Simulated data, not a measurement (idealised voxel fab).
process module | voxel spacer lines
cross-section cut | 195 nm wide | cells 5 nm
A cross-section is a grid of square cells, given in bands from the top down. A band is one or more rows of cells.
Each band's line starts with the height of the band's top and of its bottom, in nm. Then come its materials from left to right, each with its width in nm. One material with "throughout" fills the band from edge to edge. "air" is empty space.
Height 0 is the level under which the wafer as received is all one material. The lowest band goes on downwards, as in "0 down".
A width such as "30 to 40" changes by the same amount from each row of cells to the next, from the band's top row to its bottom row.
"no change" after a step means that no cell of the cross-section changed.
closed voids: empty space of 8 cells or more with no open way to the top, each as width x height at its distance from the left edge, in nm
after a step's settings: what the simulator itself notes on the step
overlay nm, on a step with a mask: how far to the right of its planned place the mask lay; to the left if negative
plan
1 op RECEIVE | material Si
2 op CONFORMAL_DEP | material SiO2 | thk nm 10
3 op DIRECTIONAL_DEP | material polySi | thk nm 10
4 op DIRECTIONAL_DEP | material aC | thk nm 30
5 op PATTERN | tone cover | mask id MANDREL | material resist | width nm 25 | pitch nm 70 | thk nm 35 | overlay nm 0
6 op DIRECTIONAL_ETCH | etch materials aC | depth nm 30
7 op STRIP | etch materials resist
8 op CONFORMAL_DEP | material SiN | thk nm 10
9 op DIRECTIONAL_ETCH | etch materials SiN | depth nm 10
10 op STRIP | etch materials aC
11 op DIRECTIONAL_ETCH | etch materials polySi | depth nm 10
12 op STRIP | etch materials SiN
as received, after step 1
  0 down: Si throughout
  closed voids: none
a wafer at the end: this start, this plan, one mistake
  25 to 15: air 5 | polySi 10 | air 25 | polySi 10 | air 25 | polySi 10 | air 25 | polySi 10 | air 25 | polySi 10 | air 25 | polySi 10 | air 5
  15 to 0: SiO2 throughout
  0 down: Si throughout
  closed voids: none
what went wrong: step 2 ran as: op CONFORMAL_DEP | material SiO2 | thk nm 15
